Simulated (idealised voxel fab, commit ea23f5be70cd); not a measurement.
This section sets out a process module, namely voxel self aligned vias.
We display cut, a cross-section 260 nm in width whose square cells are each 5 nm.
Cross-section spec: square-cell grid; bands listed top down; each band is one or more rows. In this notation a band is specified by the heights of its top and bottom, in that order and in nm, after which its materials appear from left to right, each paired with its width in nm. The word "throughout" attached to a single material means that material fills the band from edge to edge; the word "blank" stands for empty space. The reference from which all heights are counted is 0, the level beneath which the as-received wafer is entirely one material; the lowest band, having no lower bound, proceeds downward and is written after the example "0 nm and below". The width entry "30 to 40" should be interpreted row by row: the top row of cells in the band takes the first number, the bottom row takes the second number, and the change between adjacent rows is uniform throughout. Where the words "nothing got changed" appear for a step, the cross-section shows no cell changed by that step; every cell remained as before. Listed in "Fully closed voids": every empty space of 8 or more cells without an open way to the top. Form: width x height at distance, the distance being from the left edge, all in nm. Where a step's line continues beyond its settings, the continuation is a remark by the simulator itself on that step. overlay nm: on a step with a mask, how far right of its planned place the mask lay; negative means left.
[Steps planned for the process]
1,op RECEIVE | material Si
2,op CONFORMAL_DEP | material SiO2 | thk nm 10
3,op CONFORMAL_DEP | material SiCN | thk nm 5
4,op DIRECTIONAL_DEP | material SiO2 | thk nm 30
5,op MASKED_ETCH | tone open | mask id LINES | width nm 15 | pitch nm 55 | etch materials SiO2 | depth nm 30 | overlay nm 0
6,op CONFORMAL_DEP | material TiN | thk nm 5
7,op FILL_DEP | material Ru | thk nm 5
8,op CMP | height nm 45
9,op SELECTIVE_ETCH | etch materials W Ru TiN | depth nm 5
10,op FILL_DEP | material SiN | thk nm 5
11,op CMP | height nm 45
12,op DIRECTIONAL_DEP | material SiO2 | thk nm 15
13,op MASKED_ETCH | tone open | mask id VIAS | width nm 30 | pitch nm 55 | etch materials SiO2 | depth nm 15 | overlay nm 0
14,op MASKED_ETCH | tone open | mask id VIAS | width nm 30 | pitch nm 55 | etch materials SiN | depth nm 5 | overlay nm 0
15,op CONFORMAL_DEP | material TiN | thk nm 5
16,op FILL_DEP | material Cu | thk nm 10
17,op CMP | height nm 60
18,op CONFORMAL_DEP | material SiN | thk nm 5
The wafers are alike at the start. At step 5, their width nm differs. The plan lists the first wafer's value.
[Sectional view: first of several wafers, as received, after step 1]
0 nm and below = Si throughout
Fully closed voids: none
[Table: wafers, a row each; end-of-module cell change per material since receipt, gain (+), loss (-); then closed voids]
width nm 15, +27 Cu, +12 Ru, +52 SiCN, +52 SiN, +464 SiO2, +69 TiN, Fully closed voids: none
width nm 20, +30 Cu, +24 Ru, +52 SiCN, +52 SiN, +446 SiO2, +72 TiN, Fully closed voids: none
width nm 25, +33 Cu, +36 Ru, +52 SiCN, +52 SiN, +428 SiO2, +75 TiN, Fully closed voids: none
width nm 30, +36 Cu, +48 Ru, +52 SiCN, +52 SiN, +410 SiO2, +78 TiN, Fully closed voids: none
width nm 35, +36 Cu, +60 Ru, +52 SiCN, +55 SiN, +392 SiO2, +81 TiN, Fully closed voids: none
